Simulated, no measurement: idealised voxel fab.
A process module follows: voxel self aligned vias.
In the cross-section labelled cut, the width is 210 nm and each square cell is 5 nm.
We lay out every cross-section as a grid of square cells and spell it out in bands from the top down, where one band means one or more rows of cells. Basically the band line says how high the top is and how high the bottom is, in nm, and then what's in it from left to right, every material with its width in nm. Empty space shows up as "air", and if a single material carries "full width" it runs the full band edge to edge. Height reference: 0 = level under which incoming wafer is all one material. Lowest band: no bottom, runs on downward, e.g. "top 0, no bottom". Quick explanation for "30->40": the width changes in equal steps down the rows of cells, from the first number in the band's top row to the second number in its bottom row. "stayed the same" means the step left every cell of the cross-section as it was. "Closed void entries" specifies each empty space that is not open to the top and that occupies no fewer than 8 cells, using the form width x height at distance, the distance measured from the left edge and all three quantities in nm. Read whatever lies past the settings on a step's line as the simulator's own remark about the step. "overlay nm", when on a step's line for a step with a mask, measures how far to the right of its planned place the mask lay; a negative measure means to the left.
Listed below are the process steps as planned
| 1 | RECEIVE,material Si |
| 2 | CONFORMAL_DEP,material SiO2,thk nm 10 |
| 3 | CONFORMAL_DEP,material SiCN,thk nm 5 |
| 4 | DIRECTIONAL_DEP,material lowk,thk nm 25 |
| 5 | PATTERN,tone open,mask id LINES,material resist,width nm 25,pitch nm 55,thk nm 15,overlay nm 0 |
| 6 | DIRECTIONAL_ETCH,etch materials lowk,depth nm 25 |
| 7 | STRIP,etch materials resist |
| 8 | CONFORMAL_DEP,material TiN,thk nm 5 |
| 9 | FILL_DEP,material Ru,thk nm 5 |
| 10 | CMP,height nm 40 |
| 11 | SELECTIVE_ETCH,etch materials W Ru TiN,depth nm 10 |
| 12 | FILL_DEP,material SiN,thk nm 5 |
| 13 | CMP,height nm 40 |
| 14 | DIRECTIONAL_DEP,material lowk,thk nm 20 |
| 15 | MASKED_ETCH,tone open,mask id VIAS,width nm 35,pitch nm 55,etch materials lowk,depth nm 20,overlay nm 0 |
| 16 | MASKED_ETCH,tone open,mask id VIAS,width nm 35,pitch nm 55,etch materials SiN,depth nm 10,overlay nm 0 |
| 17 | CONFORMAL_DEP,material TiN,thk nm 5 |
| 18 | FILL_DEP,material Ru,thk nm 5 |
| 19 | CMP,height nm 60 |
| 20 | CONFORMAL_DEP,material SiN,thk nm 5 |
So this is the incoming wafer in cross-section - it's already been through step 1
    top 0, no bottom  Si full width
    Closed void entries: none
End-of-module cross-section. Starting structure and process plan as above; one mistake made in running it
    top 65, bottom 60  SiN full width
    top 60, bottom 45  lowk=30; TiN=5; Ru=25; TiN=5; lowk=20; TiN=5; Ru=25; TiN=5; lowk=20; TiN=5; Ru=25; TiN=5; lowk=35
    top 45, bottom 40  lowk=30; TiN=35; lowk=20; TiN=35; lowk=20; TiN=35; lowk=35
    top 40, bottom 35  SiCN full width
    top 35, bottom 10  lowk full width
    top 10, bottom 0  SiO2 full width
    top 0, no bottom  Si full width
    Closed void entries: none
Want to know what went wrong? steps 3 and 4 were swapped
